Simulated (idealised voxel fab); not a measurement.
This is a process module. Its name is voxel spacer lines.
Section cut is 200 nm wide and gridded with 5 nm square cells.
For the purposes of this document, a cross-section shall be understood as a grid of square cells, specified as bands listed in top-to-bottom order, each band consisting of one or more rows of cells. Look at the band entry: it leads with the top's height and the bottom's height in nm. Then it lists the materials left to right, with a width in nm for each. The word "all across" on a single material says that material fills the band edge to edge. The word "blank" is empty space. Note: height 0 marks the level under which the wafer is uniformly one material as received. Lowest band unbounded below, written "0..down". With a width like "30 to 40", each row of cells in the band differs from the next by the same amount, the top row carrying the first number and the bottom row the second. "all unchanged" for a step: no cell of the cross-section changed in that step. "Sealed voids" - sealed voids, min. 8 cells, no opening to top; format: width x height at distance (distance from left edge; nm throughout). If you see something after the settings on a step's line, that's the simulator's own remark about that step. A step's line can hold "overlay nm"; with a mask on that step, the setting says how far right of the planned place the mask lay, while a negative setting says it lay to the left.
Set out below are the planned steps of the process
- 1: RECEIVE with material Si
- 2: CONFORMAL_DEP with material Al2O3, thk nm 5
- 3: DIRECTIONAL_DEP with material TiN, thk nm 15
- 4: DIRECTIONAL_DEP with material aC, thk nm 25
- 5: PATTERN with tone cover, mask id MANDREL, material resist, width nm 15, pitch nm 60, thk nm 35, overlay nm 0
- 6: DIRECTIONAL_ETCH with etch materials aC, depth nm 25
- 7: STRIP with etch materials resist
- 8: CONFORMAL_DEP with material SiO2, thk nm 10
- 9: DIRECTIONAL_ETCH with etch materials SiO2, depth nm 10
- 10: STRIP with etch materials aC
- 11: DIRECTIONAL_ETCH with etch materials TiN, depth nm 15
- 12: STRIP with etch materials SiO2
- 13: FILL_DEP with material lowk, thk nm 5
- 14: CMP with height nm 20
Across this set of wafers, the varied parameter is the width nm of step 5. Starting conditions are identical for every wafer, and the plan reports the value assigned to the first wafer.
Cross-sectional view of the first of several wafers in the as-received condition, corresponding to the state following step 1
* 0..down  Si all across
* Sealed voids: none
Here's the first of several wafers in cross-section, end of the module, after the last step, step 14
* 20..5  lowk 55 nm; TiN 10 nm; lowk 15 nm; TiN 10 nm; lowk 25 nm; TiN 10 nm; lowk 15 nm; TiN 10 nm; lowk 50 nm
* 5..0  Al2O3 all across
* 0..down  Si all across
* Sealed voids: none
Final wafer cross-section at module end
* 20..5  lowk 45 nm; TiN 10 nm; lowk 35 nm; TiN 10 nm; lowk 5 nm; TiN 10 nm; lowk 35 nm; TiN 10 nm; lowk 40 nm
* 5..0  Al2O3 all across
* 0..down  Si all across
* Sealed voids: none
Row per wafer, end-of-module: cell gain (+)/loss (-) by material since the wafer came in, then closed voids
width nm 15; +40 Al2O3; +24 TiN; +96 lowk; Sealed voids: none
width nm 20; +40 Al2O3; +24 TiN; +96 lowk; Sealed voids: none
width nm 25; +40 Al2O3; +24 TiN; +96 lowk; Sealed voids: none
width nm 30; +40 Al2O3; +24 TiN; +96 lowk; Sealed voids: none
width nm 35; +40 Al2O3; +24 TiN; +96 lowk; Sealed voids: none
